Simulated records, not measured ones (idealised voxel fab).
Process module heading - voxel ribs on slabs
This is section cut - it's 175 nm across, gridded in 5 nm square cells.
We lay out every cross-section as a grid of square cells and spell it out in bands from the top down, where one band means one or more rows of cells. Band: top and bottom heights (nm) first, top before bottom; then materials from left to right, widths in nm. "everywhere" marks a sole material filling the band edge to edge. "empty" denotes empty space. For the purposes of this specification, 0 denotes the height below which the wafer in its as-received condition is composed wholly of one material, and the lowermost band, lacking a lower limit, extends downward without end, as expressed in "from 0 down". Read "30->40" as a graded width: first number on top, second number at the bottom, same change between each pair of neighbouring rows. Take "no change" at face value: in the step it is given for, the cross-section changed in none of its cells. "Trapped voids": empty spaces of 8 cells or more with no open way to the top, each given as width x height at distance, distance from the left edge, all in nm. The remark found on a step's line after its settings is issued by the simulator itself and pertains to that step. overlay nm: for a step with a mask, the amount by which the mask lay right of where it was planned; a negative amount means left of it.

The following list gives the planned process steps
- 1: RECEIVE: material Si
- 2: DIRECTIONAL_DEP: material SiO2, thk nm 25
- 3: DIRECTIONAL_DEP: material SiN, thk nm 15
- 4: MASKED_ETCH: tone cover, mask id RIB, width nm 30, etch materials SiN, depth nm 10, overlay nm 0
- 5: DIRECTIONAL_DEP: material aC, thk nm 10
- 6: PATTERN: tone cover, mask id SLAB, material resist, width nm 60, thk nm 30, overlay nm -15
- 7: DIRECTIONAL_ETCH: etch materials aC, depth nm 10
- 8: STRIP: etch materials resist
- 9: DIRECTIONAL_ETCH: etch materials SiN, depth nm 5
- 10: STRIP: etch materials aC
- 11: FILL_DEP: material SiO2, thk nm 20
- 12: CMP: height nm 55
- 13: DIRECTIONAL_DEP: material TiN, thk nm 10
- 14: MASKED_ETCH: tone cover, mask id HEATER, width nm 40, etch materials TiN, depth nm 10, overlay nm 0
- 15: CONFORMAL_DEP: material SiN, thk nm 10
The plan's step 6 overlay nm is the first wafer's value; the wafers differ in this setting and start identical.

First of several wafers, received after step 1, in cross-section
from 0 down  Si everywhere
Trapped voids: none

At the end of the module, after its last step, step 15, the first of several wafers appears in cross-section as follows
from 75 to 65  55 nm empty / 60 nm SiN / 60 nm empty
from 65 to 55  65 nm SiN / 40 nm TiN / 70 nm SiN
from 55 to 40  SiO2 everywhere
from 40 to 30  70 nm SiO2 / 30 nm SiN / 75 nm SiO2
from 30 to 25  40 nm SiO2 / 60 nm SiN / 75 nm SiO2
from 25 to 0  SiO2 everywhere
from 0 down  Si everywhere
Trapped voids: none

The last wafer as seen in cross-section at the end of the module
from 75 to 65  55 nm empty / 60 nm SiN / 60 nm empty
from 65 to 55  65 nm SiN / 40 nm TiN / 70 nm SiN
from 55 to 40  SiO2 everywhere
from 40 to 30  70 nm SiO2 / 30 nm SiN / 75 nm SiO2
from 30 to 25  70 nm SiO2 / 60 nm SiN / 45 nm SiO2
from 25 to 0  SiO2 everywhere
from 0 down  Si everywhere
Trapped voids: none

Heads up, this table goes wafer by wafer. A row tells you, at the end of the module, how many cells of each material that wafer has put on (+) or dropped (-) since it was received, and then its closed voids
overlay nm -15 | +102 SiN | +361 SiO2 | +16 TiN | Trapped voids: none
overlay nm -10 | +102 SiN | +361 SiO2 | +16 TiN | Trapped voids: none
overlay nm -5 | +102 SiN | +361 SiO2 | +16 TiN | Trapped voids: none
overlay nm 0 | +102 SiN | +361 SiO2 | +16 TiN | Trapped voids: none
overlay nm 5 | +102 SiN | +361 SiO2 | +16 TiN | Trapped voids: none
overlay nm 10 | +102 SiN | +361 SiO2 | +16 TiN | Trapped voids: none
overlay nm 15 | +102 SiN | +361 SiO2 | +16 TiN | Trapped voids: none
